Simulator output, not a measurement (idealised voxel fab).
Name of the process module below: voxel local oxidation
cross-section cut | 150 nm wide | cells 5 nm
Just so we're on the same page, the cross-sections are grids of square cells, and they're listed out in bands top to bottom, each band one or more rows deep.
Basically the band line says how high the top is and how high the bottom is, in nm, and then what's in it from left to right, every material with its width in nm. Empty space shows up as "blank", and if a single material carries "full width" it runs the full band edge to edge.
Height is counted from the level 0, under which the received wafer is composed throughout of one material. The lowest of the bands is not closed at the bottom but continues downward, in the notation "0 nm and below".
Width "30..40": first value at the band's top row of cells, second value at its bottom row, equal change from row to row.
It should be understood that the words "nothing was modified", when stated for a given step, signify that the cross-section underwent no change in any of its cells during that step.
This entry, "Voids, enclosed", enumerates those empty regions of no fewer than 8 cells that possess no open connection to the top. Each region is reported in the form width x height at distance, the distance being taken from the left edge, with all three quantities expressed in nm.
It should be noted that, on the line of a given step, the content following the step's settings is a remark produced by the simulator itself with respect to that step.
The line of a step may include "overlay nm". On a step with a mask, this value is how far to the right of its planned place the mask lay. A negative value means the mask lay to the left.

# Intended process steps
step 1: RECEIVE | material Si
step 2: CONFORMAL_DEP | material SiO2 | thk nm 5
step 3: CONFORMAL_DEP | material SiN | thk nm 10
step 4: MASKED_ETCH | tone cover | mask id ACTIVE | width nm 90 | etch materials SiN | depth nm 10 | overlay nm 0
step 5: SELECTIVE_ETCH | etch materials SiO2 | depth nm 5
step 6: OXIDIZE | depth nm 5
step 7: STRIP | etch materials SiN
The plan shows the depth nm of step 6 as the first wafer had it; this setting differs between the wafers, which start out alike.

# First of several wafers (as received, post step 1), cross-sectional view
- 0 nm and below = Si full width
- Voids, enclosed: none

# Table: wafers, a row each; end-of-module cell change per material since receipt, gain (+), loss (-); then closed voids
depth nm 5; -16 Si; +32 SiO2; Voids, enclosed: none
depth nm 10; -36 Si; +52 SiO2; Voids, enclosed: none
depth nm 15; -60 Si; +76 SiO2; Voids, enclosed: none
depth nm 20; -88 Si; +104 SiO2; Voids, enclosed: none
depth nm 25; -120 Si; +136 SiO2; Voids, enclosed: none
depth nm 30; -156 Si; +172 SiO2; Voids, enclosed: none
